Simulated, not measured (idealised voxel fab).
A process module follows: voxel self aligned contacts.
Xsec cut, 225 nm wide, square cell size 5 nm.
Square cells in a grid make up a cross-section in this document, and the grid is given as bands, listed from the top down, each one or more rows of cells. Heads up on the band format: heights come first, top then bottom, in nm. After that it's the materials left to right, each with its width in nm. A single material flagged "full width" fills the whole band edge to edge, and "air" means there's empty space there. Counting heights begins at 0, where everything beneath is, in the wafer as received, one material. The lowest band has no bottom; it goes on downwards, as "top 0, no bottom" shows. Width: "30->40" (first number = top row, second number = bottom row, same change from row to row of cells). Take "stayed the same" at face value: in the step it is given for, the cross-section changed in none of its cells. The entry titled "Closed internal cavities" provides the empty spaces that have no open way to the top, restricted to those of 8 cells or more. Each is presented as width x height at distance, the distance being measured from the left edge, with all three in nm. On each step's line, the part that comes after the settings is the simulator's own comment on the step. overlay nm: right-of-plan distance of the mask on a masked step; negative values mean left-of-plan.

**So here's the lineup of process steps we planned**
- 1: RECEIVE | material Si
- 2: CONFORMAL_DEP | material SiO2 | thk nm 5
- 3: DIRECTIONAL_DEP | material polySi | thk nm 25
- 4: DIRECTIONAL_DEP | material SiN | thk nm 20
- 5: MASKED_ETCH | tone cover | mask id GATE | width nm 30 | pitch nm 70 | etch materials SiN | depth nm 20 | overlay nm 0
- 6: MASKED_ETCH | tone cover | mask id GATE | width nm 30 | pitch nm 70 | etch materials polySi | depth nm 25 | overlay nm 0
- 7: CONFORMAL_DEP | material SiN | thk nm 10
- 8: DIRECTIONAL_ETCH | etch materials SiN | depth nm 10
- 9: FILL_DEP | material SiO2 | thk nm 10
- 10: CMP | height nm 45
- 11: PATTERN | tone open | mask id CONTACT | material resist | width nm 50 | thk nm 20 | overlay nm 0
- 12: DIRECTIONAL_ETCH | etch materials SiO2 | depth nm 55
- 13: STRIP | etch materials resist
- 14: CONFORMAL_DEP | material TiN | thk nm 5
- 15: FILL_DEP | material Ru | thk nm 10
- 16: CMP | height nm 55
- 17: CONFORMAL_DEP | material SiCN | thk nm 5
varied across the wafers: height nm of step 10. The plan shows the first wafer's value. All wafers start alike

**Cross-sectional view of the first of several wafers in the as-received condition, corresponding to the state following step 1**
> top 0, no bottom: Si full width
> Closed internal cavities: none

**For your reference, the table is organized with a row per wafer; each row reflects the wafer at the end of the module, indicating for each material the cells gained (+) or lost (-) since receipt, and thereafter its closed voids**
height nm 45 | +63 Ru | +45 SiCN | +100 SiN | +209 SiO2 | +63 TiN | +60 polySi | Closed internal cavities: none
height nm 50 | +20 Ru | +45 SiCN | +120 SiN | +230 SiO2 | +65 TiN | +60 polySi | Closed internal cavities: none
height nm 55 | +20 Ru | +45 SiCN | +120 SiN | +265 SiO2 | +30 TiN | +60 polySi | Closed internal cavities: none
height nm 60 | +18 Ru | +45 SiCN | +120 SiN | +269 SiO2 | +28 TiN | +60 polySi | Closed internal cavities: none
